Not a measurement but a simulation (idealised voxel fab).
The process module that follows is named voxel capacitor over wiring.
Square cells of 5 nm make up the cross-section cut, whose width is 220 nm.
Throughout this document, each cross-section is represented as a grid of square cells and is presented as a sequence of bands enumerated from the top downward, where a band comprises one or more rows of cells. Band entry format. Leading values: height of top, height of bottom, nm. Remainder: materials in left-to-right order, each with its width in nm. Special words: "edge to edge" on a single material, which then fills the band edge to edge; "empty", empty space. Height datum 0, below which the as-received substrate wafer is one material. Lowest band open at the bottom, running downward: "0 and below". The width entry "30..40" should be interpreted row by row: the top row of cells in the band takes the first number, the bottom row takes the second number, and the change between adjacent rows is uniform throughout. "nothing changed" -> step changed no cross-section cell. In "Unvented internal voids" the enclosed voids are listed, meaning empty spaces of 8 cells or larger without any opening to the top. The form is width x height at distance, distance from the left edge, units nm. It should be noted that, on the line of a given step, the content following the step's settings is a remark produced by the simulator itself with respect to that step. overlay nm: on a step with a mask, how far right of its planned place the mask lay; negative means left.

So here's the lineup of process steps we planned:
1,RECEIVE with material Si
2,CONFORMAL_DEP with material SiO2, thk nm 10
3,CONFORMAL_DEP with material SiN, thk nm 5
4,DIRECTIONAL_DEP with material lowk, thk nm 15
5,PATTERN with tone open, mask id METAL_1, material resist, width nm 20, pitch nm 70, thk nm 15, overlay nm 0
6,DIRECTIONAL_ETCH with etch materials lowk, depth nm 15
7,DIRECTIONAL_ETCH with etch materials SiN, depth nm 5
8,STRIP with etch materials resist
9,CONFORMAL_DEP with material TiN, thk nm 5
10,FILL_DEP with material Cu, thk nm 10
11,CMP with height nm 30
12,CONFORMAL_DEP with material SiCN, thk nm 5
13,DIRECTIONAL_DEP with material lowk, thk nm 20
14,DIRECTIONAL_DEP with material aC, thk nm 10
15,PATTERN with tone open, mask id PLUG_1, material resist, width nm 15, thk nm 30, overlay nm 0
16,DIRECTIONAL_ETCH with etch materials aC, depth nm 10
17,STRIP with etch materials resist
18,DIRECTIONAL_ETCH with etch materials lowk, depth nm 20
19,DIRECTIONAL_ETCH with etch materials SiCN, depth nm 5
20,STRIP with etch materials aC
21,EPI with material Ru, thk nm 10
22,EPI with material Ru, thk nm 10
23,EPI with material Ru, thk nm 5
24,DIRECTIONAL_DEP with material TiN, thk nm 10
25,DIRECTIONAL_DEP with material SiN, thk nm 5
26,DIRECTIONAL_DEP with material TiN, thk nm 10
27,PATTERN with tone cover, mask id UPPER_PLATE, material resist, width nm 55, thk nm 15, overlay nm 0
28,DIRECTIONAL_ETCH with etch materials TiN, depth nm 10
29,DIRECTIONAL_ETCH with etch materials SiN, depth nm 5
30,STRIP with etch materials resist
31,MASKED_ETCH with tone cover, mask id LOWER_PLATE, width nm 65, etch materials TiN, depth nm 10, overlay nm 0
32,FILL_DEP with material SiO2, thk nm 15
33,CMP with height nm 90
34,DIRECTIONAL_DEP with material aC, thk nm 15
35,PATTERN with tone open, mask id PLUG_2, material resist, width nm 15, thk nm 30, overlay nm 0
36,DIRECTIONAL_ETCH with etch materials aC, depth nm 15
37,STRIP with etch materials resist
38,DIRECTIONAL_ETCH with etch materials SiO2, depth nm 10
39,STRIP with etch materials aC
40,CONFORMAL_DEP with material TiN, thk nm 5
41,FILL_DEP with material Cu, thk nm 5
42,CMP with height nm 80
43,CONFORMAL_DEP with material SiCN, thk nm 5
The wafers are alike at the start. At step 42, their height nm differs. The plan lists the first wafer's value.

Cross-section: the first of several wafers in its as-received state, i.e. following step 1:
0 and below | Si edge to edge
Unvented internal voids: none

Take a look at the first of several wafers in cross-section: the module is done, and step 43 was its last step:
85 down to 80 | SiCN edge to edge
80 down to 70 | SiO2 (70); TiN (55); SiO2 (95)
70 down to 65 | SiO2 (70); SiN (55); SiO2 (95)
65 down to 55 | SiO2 (65); TiN (65); SiO2 (90)
55 down to 35 | lowk (70); Ru (15); lowk (135)
35 down to 30 | SiCN (70); Ru (15); SiCN (135)
30 down to 15 | lowk (65); TiN (5); Cu (10); TiN (5); lowk (50); TiN (5); Cu (10); TiN (5); lowk (65)
15 down to 10 | SiN (65); TiN (20); SiN (50); TiN (20); SiN (65)
10 down to 0 | SiO2 edge to edge
0 and below | Si edge to edge
Unvented internal voids: none

Cross-section at module completion, last wafer:
105 down to 100 | SiCN edge to edge
100 down to 95 | Cu edge to edge
95 down to 90 | TiN (85); Cu (5); TiN (130)
90 down to 85 | SiO2 (80); TiN (5); Cu (5); TiN (5); SiO2 (125)
85 down to 80 | SiO2 (80); TiN (15); SiO2 (125)
80 down to 70 | SiO2 (70); TiN (55); SiO2 (95)
70 down to 65 | SiO2 (70); SiN (55); SiO2 (95)
65 down to 55 | SiO2 (65); TiN (65); SiO2 (90)
55 down to 35 | lowk (70); Ru (15); lowk (135)
35 down to 30 | SiCN (70); Ru (15); SiCN (135)
30 down to 15 | lowk (65); TiN (5); Cu (10); TiN (5); lowk (50); TiN (5); Cu (10); TiN (5); lowk (65)
15 down to 10 | SiN (65); TiN (20); SiN (50); TiN (20); SiN (65)
10 down to 0 | SiO2 edge to edge
0 and below | Si edge to edge
Unvented internal voids: none

Below: a row per wafer. Contents at end of module: for every material, cells gained since receipt (+) or lost since receipt (-); then closed voids:
height nm 80; +12 Cu; +15 Ru; +85 SiCN; +47 SiN; +249 SiO2; +68 TiN; +272 lowk; Unvented internal voids: none
height nm 85; +12 Cu; +15 Ru; +85 SiCN; +47 SiN; +290 SiO2; +71 TiN; +272 lowk; Unvented internal voids: none
height nm 90; +13 Cu; +15 Ru; +85 SiCN; +47 SiN; +331 SiO2; +73 TiN; +272 lowk; Unvented internal voids: none
height nm 95; +14 Cu; +15 Ru; +85 SiCN; +47 SiN; +331 SiO2; +116 TiN; +272 lowk; Unvented internal voids: none
height nm 100; +58 Cu; +15 Ru; +85 SiCN; +47 SiN; +331 SiO2; +116 TiN; +272 lowk; Unvented internal voids: none
